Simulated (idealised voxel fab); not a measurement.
This is a process module. Its name is voxel capacitor over wiring.
This is section cut - it's 250 nm across, gridded in 5 nm square cells.
Reading order for cross-sections: top band down to bottom band. Underlying form: a grid of square cells. Band size: one or more rows of cells.
A band entry consists of two parts. The first gives the height of the band's top and the height of its bottom, in nm. The rest lists the band's materials from left to right, each with its width in nm. A single material labelled with the word "all across" fills the band from edge to edge, and the word "air" marks empty space.
Height datum 0, below which the as-received substrate wafer is one material. Lowest band open at the bottom, running downward: "0 nm and below".
The width entry "30->40" should be interpreted row by row: the top row of cells in the band takes the first number, the bottom row takes the second number, and the change between adjacent rows is uniform throughout.
The cross-section has no changed cell in any step marked "left unchanged".
Each empty space that has no open way to the top and spans at least 8 cells appears under "Enclosed void listing" as width x height at distance, the distance counted from the left edge, all in nm.
Note: text after step settings on the step line = simulator remark on that step.
Regarding "overlay nm": on a step with a mask, it is the distance the mask lay to the right of its planned place; a negative value places it to the left.

So here's the lineup of process steps we planned:
1 RECEIVE | material Si
2 CONFORMAL_DEP | material SiO2 | thk nm 10
3 DIRECTIONAL_DEP | material TiN | thk nm 5
4 DIRECTIONAL_DEP | material W | thk nm 15
5 DIRECTIONAL_DEP | material aC | thk nm 10
6 PATTERN | tone cover | mask id METAL_1 | material resist | width nm 25 | pitch nm 90 | thk nm 25 | overlay nm 0
7 DIRECTIONAL_ETCH | etch materials aC | depth nm 10
8 STRIP | etch materials resist
9 DIRECTIONAL_ETCH | etch materials W | depth nm 15
10 DIRECTIONAL_ETCH | etch materials TiN | depth nm 5
11 STRIP | etch materials aC
12 CONFORMAL_DEP | material SiCN | thk nm 5
13 FILL_DEP | material SiO2 | thk nm 5
14 CMP | height nm 30
15 CONFORMAL_DEP | material SiCN | thk nm 5
16 DIRECTIONAL_DEP | material SiO2 | thk nm 15
17 MASKED_ETCH | tone open | mask id PLUG_1 | width nm 15 | etch materials SiO2 | depth nm 15 | overlay nm 0
18 MASKED_ETCH | tone open | mask id PLUG_1 | width nm 15 | etch materials SiCN | depth nm 5 | overlay nm 0
19 EPI | material Ru | thk nm 10
20 EPI | material Ru | thk nm 10
21 DIRECTIONAL_DEP | material TiN | thk nm 10
22 DIRECTIONAL_DEP | material SiN | thk nm 5
23 DIRECTIONAL_DEP | material TiN | thk nm 10
24 MASKED_ETCH | tone cover | mask id UPPER_PLATE | width nm 70 | etch materials TiN | depth nm 10 | overlay nm 0
25 MASKED_ETCH | tone cover | mask id UPPER_PLATE | width nm 70 | etch materials SiN | depth nm 5 | overlay nm 0
26 PATTERN | tone cover | mask id LOWER_PLATE | material resist | width nm 80 | thk nm 20 | overlay nm 0
27 DIRECTIONAL_ETCH | etch materials TiN | depth nm 10
28 STRIP | etch materials resist
29 FILL_DEP | material SiO2 | thk nm 20
30 CMP | height nm 90
31 DIRECTIONAL_DEP | material aC | thk nm 15
32 PATTERN | tone open | mask id PLUG_2 | material resist | width nm 15 | thk nm 30 | overlay nm 0
33 DIRECTIONAL_ETCH | etch materials aC | depth nm 15
34 STRIP | etch materials resist
35 DIRECTIONAL_ETCH | etch materials SiO2 | depth nm 15
36 STRIP | etch materials aC
37 CONFORMAL_DEP | material TiN | thk nm 5
38 FILL_DEP | material Ru | thk nm 5
39 CMP | height nm 90
40 CONFORMAL_DEP | material SiCN | thk nm 5

First of two wafers, processed according to plan:

Cross-section of the wafer as it came to us, i.e., already through step 1:
	0 nm and below: Si all across
	Enclosed void listing: none

The wafer, seen in cross-section, after step 2:
	10 nm to 0 nm: SiO2 all across
	Nothing below the height 0 has changed.

The wafer, seen in cross-section, after step 3:
	15 nm to 10 nm: TiN all across
	Nothing below the height 10 has changed.

The wafer, seen in cross-section, after step 4:
	30 nm to 15 nm: W all across
	Nothing below the height 15 has changed.

The wafer, seen in cross-section, after step 5:
	40 nm to 30 nm: aC all across
	Nothing below the height 30 has changed.

The wafer, seen in cross-section, after step 6:
	65 nm to 40 nm: air 65 nm, resist 25 nm, air 65 nm, resist 25 nm, air 70 nm
	Nothing below the height 40 has changed.

The wafer, seen in cross-section, after step 7:
	55 nm to 40 nm: air 65 nm, resist 25 nm, air 65 nm, resist 25 nm, air 70 nm
	40 nm to 30 nm: air 65 nm, aC 25 nm, air 65 nm, aC 25 nm, air 70 nm
	Nothing below the height 30 has changed.

The wafer, seen in cross-section, after step 8:
	40 nm to 30 nm: air 65 nm, aC 25 nm, air 65 nm, aC 25 nm, air 70 nm
	Nothing below the height 30 has changed.

The wafer, seen in cross-section, after step 9:
	40 nm to 30 nm: air 65 nm, aC 25 nm, air 65 nm, aC 25 nm, air 70 nm
	30 nm to 15 nm: air 65 nm, W 25 nm, air 65 nm, W 25 nm, air 70 nm
	Nothing below the height 15 has changed.

The wafer, seen in cross-section, after step 10:
	40 nm to 30 nm: air 65 nm, aC 25 nm, air 65 nm, aC 25 nm, air 70 nm
	30 nm to 15 nm: air 65 nm, W 25 nm, air 65 nm, W 25 nm, air 70 nm
	15 nm to 10 nm: air 65 nm, TiN 25 nm, air 65 nm, TiN 25 nm, air 70 nm
	Nothing below the height 10 has changed.

The wafer, seen in cross-section, after step 11:
	30 nm to 15 nm: air 65 nm, W 25 nm, air 65 nm, W 25 nm, air 70 nm
	Nothing below the height 15 has changed.

The wafer, seen in cross-section, after step 12:
	35 nm to 30 nm: air 60 nm, SiCN 35 nm, air 55 nm, SiCN 35 nm, air 65 nm
	30 nm to 15 nm: air 60 nm, SiCN 5 nm, W 25 nm, SiCN 5 nm, air 55 nm, SiCN 5 nm, W 25 nm, SiCN 5 nm, air 65 nm
	15 nm to 10 nm: SiCN 65 nm, TiN 25 nm, SiCN 65 nm, TiN 25 nm, SiCN 70 nm
	Nothing below the height 10 has changed.

The wafer, seen in cross-section, after step 13:
	40 nm to 35 nm: SiO2 all across
	35 nm to 30 nm: SiO2 60 nm, SiCN 35 nm, SiO2 55 nm, SiCN 35 nm, SiO2 65 nm
	30 nm to 15 nm: SiO2 60 nm, SiCN 5 nm, W 25 nm, SiCN 5 nm, SiO2 55 nm, SiCN 5 nm, W 25 nm, SiCN 5 nm, SiO2 65 nm
	Nothing below the height 15 has changed.

The wafer, seen in cross-section, after step 14:
	30 nm to 15 nm: SiO2 60 nm, SiCN 5 nm, W 25 nm, SiCN 5 nm, SiO2 55 nm, SiCN 5 nm, W 25 nm, SiCN 5 nm, SiO2 65 nm
	Nothing below the height 15 has changed.

The wafer, seen in cross-section, after step 15:
	35 nm to 30 nm: SiCN all across
	Nothing below the height 30 has changed.

The wafer, seen in cross-section, after step 16:
	50 nm to 35 nm: SiO2 all across
	Nothing below the height 35 has changed.

The wafer, seen in cross-section, after step 17:
	50 nm to 35 nm: SiO2 75 nm, air 15 nm, SiO2 160 nm
	Nothing below the height 35 has changed.

The wafer, seen in cross-section, after step 18:
	50 nm to 35 nm: SiO2 75 nm, air 15 nm, SiO2 160 nm
	35 nm to 30 nm: SiCN 75 nm, air 15 nm, SiCN 160 nm
	Nothing below the height 30 has changed.

The wafer, seen in cross-section, after step 19:
	50 nm to 40 nm: SiO2 75 nm, air 15 nm, SiO2 160 nm
	40 nm to 35 nm: SiO2 75 nm, Ru 15 nm, SiO2 160 nm
	35 nm to 30 nm: SiCN 75 nm, Ru 15 nm, SiCN 160 nm
	Nothing below the height 30 has changed.

The wafer, seen in cross-section, after step 20:
	50 nm to 35 nm: SiO2 75 nm, Ru 15 nm, SiO2 160 nm
	Nothing below the height 35 has changed.

The wafer, seen in cross-section, after step 21:
	60 nm to 50 nm: TiN all across
	Nothing below the height 50 has changed.

The wafer, seen in cross-section, after step 22:
	65 nm to 60 nm: SiN all across
	Nothing below the height 60 has changed.

The wafer, seen in cross-section, after step 23:
	75 nm to 65 nm: TiN all across
	Nothing below the height 65 has changed.

The wafer, seen in cross-section, after step 24:
	75 nm to 65 nm: air 75 nm, TiN 70 nm, air 105 nm
	Nothing below the height 65 has changed.

The wafer, seen in cross-section, after step 25:
	75 nm to 65 nm: air 75 nm, TiN 70 nm, air 105 nm
	65 nm to 60 nm: air 75 nm, SiN 70 nm, air 105 nm
	Nothing below the height 60 has changed.

The wafer, seen in cross-section, after step 26:
	95 nm to 75 nm: air 70 nm, resist 80 nm, air 100 nm
	75 nm to 65 nm: air 70 nm, resist 5 nm, TiN 70 nm, resist 5 nm, air 100 nm
	65 nm to 60 nm: air 70 nm, resist 5 nm, SiN 70 nm, resist 5 nm, air 100 nm
	Nothing below the height 60 has changed.

The wafer, seen in cross-section, after step 27:
	95 nm to 75 nm: air 70 nm, resist 80 nm, air 100 nm
	75 nm to 65 nm: air 70 nm, resist 5 nm, TiN 70 nm, resist 5 nm, air 100 nm
	65 nm to 60 nm: air 70 nm, resist 5 nm, SiN 70 nm, resist 5 nm, air 100 nm
	60 nm to 50 nm: air 70 nm, TiN 80 nm, air 100 nm
	Nothing below the height 50 has changed.

The wafer, seen in cross-section, after step 28:
	75 nm to 65 nm: air 75 nm, TiN 70 nm, air 105 nm
	65 nm to 60 nm: air 75 nm, SiN 70 nm, air 105 nm
	Nothing below the height 60 has changed.

The wafer, seen in cross-section, after step 29:
	95 nm to 75 nm: SiO2 all across
	75 nm to 65 nm: SiO2 75 nm, TiN 70 nm, SiO2 105 nm
	65 nm to 60 nm: SiO2 75 nm, SiN 70 nm, SiO2 105 nm
	60 nm to 50 nm: SiO2 70 nm, TiN 80 nm, SiO2 100 nm
	Nothing below the height 50 has changed.

The wafer, seen in cross-section, after step 30:
	90 nm to 75 nm: SiO2 all across
	Nothing below the height 75 has changed.

The wafer, seen in cross-section, after step 31:
	105 nm to 90 nm: aC all across
	Nothing below the height 90 has changed.

The wafer, seen in cross-section, after step 32:
	135 nm to 105 nm: resist 85 nm, air 15 nm, resist 150 nm
	Nothing below the height 105 has changed.

The wafer, seen in cross-section, after step 33:
	120 nm to 105 nm: resist 85 nm, air 15 nm, resist 150 nm
	105 nm to 90 nm: aC 85 nm, air 15 nm, aC 150 nm
	Nothing below the height 90 has changed.

The wafer, seen in cross-section, after step 34:
	105 nm to 90 nm: aC 85 nm, air 15 nm, aC 150 nm
	Nothing below the height 90 has changed.

The wafer, seen in cross-section, after step 35:
	105 nm to 90 nm: aC 85 nm, air 15 nm, aC 150 nm
	90 nm to 75 nm: SiO2 85 nm, air 15 nm, SiO2 150 nm
	Nothing below the height 75 has changed.

The wafer, seen in cross-section, after step 36:
	90 nm to 75 nm: SiO2 85 nm, air 15 nm, SiO2 150 nm
	Nothing below the height 75 has changed.

The wafer, seen in cross-section, after step 37:
	95 nm to 90 nm: TiN 90 nm, air 5 nm, TiN 155 nm
	90 nm to 80 nm: SiO2 85 nm, TiN 5 nm, air 5 nm, TiN 5 nm, SiO2 150 nm
	80 nm to 75 nm: SiO2 85 nm, TiN 15 nm, SiO2 150 nm
	Nothing below the height 75 has changed.

The wafer, seen in cross-section, after step 38:
	100 nm to 95 nm: Ru all across
	95 nm to 90 nm: TiN 90 nm, Ru 5 nm, TiN 155 nm
	90 nm to 80 nm: SiO2 85 nm, TiN 5 nm, Ru 5 nm, TiN 5 nm, SiO2 150 nm
	Nothing below the height 80 has changed.

The wafer, seen in cross-section, after step 39:
	90 nm to 80 nm: SiO2 85 nm, TiN 5 nm, Ru 5 nm, TiN 5 nm, SiO2 150 nm
	Nothing below the height 80 has changed.

The wafer, seen in cross-section, after step 40:
	95 nm to 90 nm: SiCN all across
	Nothing below the height 90 has changed.

The remaining wafer, second of the two, started like the first and was run to the same plan, except that one mistake was made along the way; the two coincide through step 15, inclusive:

when step 16 should have ended: left unchanged

when step 17 should have ended: left unchanged

When step 18 should have ended:
	35 nm to 30 nm: SiCN 75 nm, air 15 nm, SiCN 160 nm
	Nothing below the height 30 has changed.

When step 19 should have ended:
	40 nm to 35 nm: air 70 nm, Ru 25 nm, air 155 nm
	35 nm to 30 nm: SiCN 75 nm, Ru 15 nm, SiCN 160 nm
	Nothing below the height 30 has changed.

When step 20 should have ended:
	50 nm to 35 nm: air 60 nm, Ru 45 nm, air 145 nm
	Nothing below the height 35 has changed.

When step 21 should have ended:
	60 nm to 50 nm: air 60 nm, TiN 45 nm, air 145 nm
	50 nm to 45 nm: air 60 nm, Ru 45 nm, air 145 nm
	45 nm to 35 nm: TiN 60 nm, Ru 45 nm, TiN 145 nm
	Nothing below the height 35 has changed.

When step 22 should have ended:
	65 nm to 60 nm: air 60 nm, SiN 45 nm, air 145 nm
	60 nm to 50 nm: air 60 nm, TiN 45 nm, air 145 nm
	50 nm to 45 nm: SiN 60 nm, Ru 45 nm, SiN 145 nm
	Nothing below the height 45 has changed.

When step 23 should have ended:
	75 nm to 65 nm: air 60 nm, TiN 45 nm, air 145 nm
	65 nm to 60 nm: air 60 nm, SiN 45 nm, air 145 nm
	60 nm to 50 nm: TiN all across
	Nothing below the height 50 has changed.

When step 24 should have ended:
	75 nm to 65 nm: air 75 nm, TiN 30 nm, air 145 nm
	65 nm to 60 nm: air 60 nm, SiN 45 nm, air 145 nm
	60 nm to 50 nm: air 60 nm, TiN 85 nm, air 105 nm
	Nothing below the height 50 has changed.

When step 25 should have ended:
	75 nm to 65 nm: air 75 nm, TiN 30 nm, air 145 nm
	65 nm to 60 nm: air 75 nm, SiN 30 nm, air 145 nm
	60 nm to 50 nm: air 60 nm, TiN 85 nm, air 105 nm
	50 nm to 45 nm: air 60 nm, Ru 45 nm, SiN 40 nm, air 105 nm
	Nothing below the height 45 has changed.

When step 26 should have ended:
	95 nm to 75 nm: air 70 nm, resist 80 nm, air 100 nm
	75 nm to 65 nm: air 70 nm, resist 5 nm, TiN 30 nm, resist 45 nm, air 100 nm
	65 nm to 60 nm: air 70 nm, resist 5 nm, SiN 30 nm, resist 45 nm, air 100 nm
	60 nm to 50 nm: air 60 nm, TiN 85 nm, resist 5 nm, air 100 nm
	50 nm to 45 nm: air 60 nm, Ru 45 nm, SiN 40 nm, resist 5 nm, air 100 nm
	Nothing below the height 45 has changed.

When step 27 should have ended:
	95 nm to 75 nm: air 70 nm, resist 80 nm, air 100 nm
	75 nm to 65 nm: air 70 nm, resist 5 nm, TiN 30 nm, resist 45 nm, air 100 nm
	65 nm to 60 nm: air 70 nm, resist 5 nm, SiN 30 nm, resist 45 nm, air 100 nm
	60 nm to 50 nm: air 70 nm, TiN 75 nm, resist 5 nm, air 100 nm
	50 nm to 45 nm: air 60 nm, Ru 45 nm, SiN 40 nm, resist 5 nm, air 100 nm
	45 nm to 35 nm: air 60 nm, Ru 45 nm, TiN 45 nm, air 100 nm
	Nothing below the height 35 has changed.

When step 28 should have ended:
	75 nm to 65 nm: air 75 nm, TiN 30 nm, air 145 nm
	65 nm to 60 nm: air 75 nm, SiN 30 nm, air 145 nm
	60 nm to 50 nm: air 70 nm, TiN 75 nm, air 105 nm
	50 nm to 45 nm: air 60 nm, Ru 45 nm, SiN 40 nm, air 105 nm
	Nothing below the height 45 has changed.

When step 29 should have ended:
	95 nm to 75 nm: SiO2 all across
	75 nm to 65 nm: SiO2 75 nm, TiN 30 nm, SiO2 145 nm
	65 nm to 60 nm: SiO2 75 nm, SiN 30 nm, SiO2 145 nm
	60 nm to 50 nm: SiO2 70 nm, TiN 75 nm, SiO2 105 nm
	50 nm to 45 nm: SiO2 60 nm, Ru 45 nm, SiN 40 nm, SiO2 105 nm
	45 nm to 35 nm: SiO2 60 nm, Ru 45 nm, TiN 45 nm, SiO2 100 nm
	Nothing below the height 35 has changed.

When step 30 should have ended:
	90 nm to 75 nm: SiO2 all across
	Nothing below the height 75 has changed.

When step 31 should have ended:
	105 nm to 90 nm: aC all across
	Nothing below the height 90 has changed.

When step 32 should have ended:
	135 nm to 105 nm: resist 85 nm, air 15 nm, resist 150 nm
	Nothing below the height 105 has changed.

When step 33 should have ended:
	120 nm to 105 nm: resist 85 nm, air 15 nm, resist 150 nm
	105 nm to 90 nm: aC 85 nm, air 15 nm, aC 150 nm
	Nothing below the height 90 has changed.

When step 34 should have ended:
	105 nm to 90 nm: aC 85 nm, air 15 nm, aC 150 nm
	Nothing below the height 90 has changed.

When step 35 should have ended:
	105 nm to 90 nm: aC 85 nm, air 15 nm, aC 150 nm
	90 nm to 75 nm: SiO2 85 nm, air 15 nm, SiO2 150 nm
	Nothing below the height 75 has changed.

When step 36 should have ended:
	90 nm to 75 nm: SiO2 85 nm, air 15 nm, SiO2 150 nm
	Nothing below the height 75 has changed.

When step 37 should have ended:
	95 nm to 90 nm: TiN 90 nm, air 5 nm, TiN 155 nm
	90 nm to 80 nm: SiO2 85 nm, TiN 5 nm, air 5 nm, TiN 5 nm, SiO2 150 nm
	80 nm to 75 nm: SiO2 85 nm, TiN 15 nm, SiO2 150 nm
	Nothing below the height 75 has changed.

When step 38 should have ended:
	100 nm to 95 nm: Ru all across
	95 nm to 90 nm: TiN 90 nm, Ru 5 nm, TiN 155 nm
	90 nm to 80 nm: SiO2 85 nm, TiN 5 nm, Ru 5 nm, TiN 5 nm, SiO2 150 nm
	Nothing below the height 80 has changed.

When step 39 should have ended:
	90 nm to 80 nm: SiO2 85 nm, TiN 5 nm, Ru 5 nm, TiN 5 nm, SiO2 150 nm
	Nothing below the height 80 has changed.

When step 40 should have ended:
	95 nm to 90 nm: SiCN all across
	Nothing below the height 90 has changed.
Against the plan, the run slipped here: the run left out plan step 16 entirely, so it was never executed
Once processing is complete, comparing cell counts shows that the second wafer has more or fewer of certain materials than the first: +18 Ru; -18 SiO2
